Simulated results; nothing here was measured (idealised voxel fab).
Name of the process module below: voxel trench capacitor
Displayed cross-section: cut, width of 150 nm, square cells sized 5 nm.
A cross-section in this document is a grid of square cells, and it is written down as bands, the top band listed before the ones below it; a band is made up of one or more rows of cells. A band entry consists of two parts. The first gives the height of the band's top and the height of its bottom, in nm. The rest lists the band's materials from left to right, each with its width in nm. A single material labelled with the word "everywhere" fills the band from edge to edge, and the word "air" marks empty space. Heads up on the height convention: 0 is the point under which the incoming wafer is all one material, and the lowest band has no bottom, it just keeps going down, like "z 0 and below". Quick explanation for "30->40": the width changes in equal steps down the rows of cells, from the first number in the band's top row to the second number in its bottom row. Step marked "nothing got changed"? Then no cell in the cross-section changed in it. The label "Non-vented voids" introduces a list of the empty spaces, 8 cells or larger, that have no open way up to the top; each entry in it reads width x height at distance, where the distance is taken from the left edge and all three are stated in nm. If you see something after the settings on a step's line, that's the simulator's own remark about that step. You can add "overlay nm" to a step's line. For a step with a mask, it describes how far the mask lay to the right of its planned position, and a negative number describes a lay to the left.
[Planned step list for the process]
1. RECEIVE | material Si
2. CONFORMAL_DEP | material SiN | thk nm 5
3. PATTERN | tone open | mask id TRENCH | material resist | width nm 15 | pitch nm 40 | thk nm 15 | overlay nm 0
4. DIRECTIONAL_ETCH | etch materials SiN | depth nm 5
5. DIRECTIONAL_ETCH | etch materials Si | depth nm 35
6. STRIP | etch materials resist
7. CONFORMAL_DEP | material SiO2 | thk nm 5
8. FILL_DEP | material polySi | thk nm 5
9. CMP | height nm 5
Same starting wafers, different width nm at step 3. Plan value belongs to the first wafer.
[first wafer as received, after step 1]
> z 0 and below  Si everywhere
> Non-vented voids: none
[End of module, by wafer: material-by-material cell gain (+) or loss (-) since receipt, then closed voids]
width nm 15 | -63 Si | +21 SiN | +51 SiO2 | +21 polySi | Non-vented voids: none
width nm 20 | -84 Si | +18 SiN | +54 SiO2 | +42 polySi | Non-vented voids: none
width nm 25 | -105 Si | +15 SiN | +57 SiO2 | +63 polySi | Non-vented voids: none
